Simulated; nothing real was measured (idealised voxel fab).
process module | voxel released beams
Cross-sectional view cut (width: 260 nm; square cell size: 5 nm).
Each cross-section below is a grid of square cells, stated as bands in top-down order, with one or more rows of cells making up each band. Heads up on the band format: heights come first, top then bottom, in nm. After that it's the materials left to right, each with its width in nm. A single material flagged "full width" fills the whole band edge to edge, and "blank" means there's empty space there. All heights in this document are referenced to 0, defined as the level beneath which the wafer, as received, consists entirely of one material. The lowest band is not bounded below; it extends indefinitely downward and is written in the form "0 and below". Graded width ("30..40"): value in top row of band = first number; value in bottom row = second number; row-to-row change constant. Where the words "remained unchanged" appear for a step, the cross-section shows no cell changed by that step; every cell remained as before. "Trapped void list" lists enclosed empty spaces (at least 8 cells, no open path upward to the top), each as width x height at distance from the left edge, in nm. What comes after the settings on a step's line is commentary from the simulator itself on that step. overlay nm: right-of-plan distance of the mask on a masked step; negative values mean left-of-plan.
The following list gives the planned process steps:
1) RECEIVE with material Si
2) CONFORMAL_DEP with material Al2O3, thk nm 5
3) DIRECTIONAL_DEP with material SiO2, thk nm 10
4) MASKED_ETCH with tone open, mask id ANCHOR, width nm 45, etch materials SiO2, depth nm 10, overlay nm 0
5) CONFORMAL_DEP with material polySi, thk nm 15
6) PATTERN with tone cover, mask id BEAM, material resist, width nm 130, thk nm 20, overlay nm 0
7) DIRECTIONAL_ETCH with etch materials polySi, depth nm 15
8) STRIP with etch materials resist
9) STRIP with etch materials SiO2
Step 1 complete: cross-section of the wafer as received:
* 0 and below  Si full width
* Trapped void list: none
Module complete, cross-section. Starting point and plan per above. One mistake made in running the module:
* 40 down to 25  60 nm blank | 130 nm polySi | 70 nm blank
* 25 down to 15  polySi full width
* 15 down to 5  65 nm SiO2 | 45 nm polySi | 150 nm SiO2
* 5 down to 0  Al2O3 full width
* 0 and below  Si full width
* Trapped void list: none
Plan not followed: step 5 ran with different settings than intended, the actual operation and settings being CONFORMAL_DEP with material polySi, thk nm 25
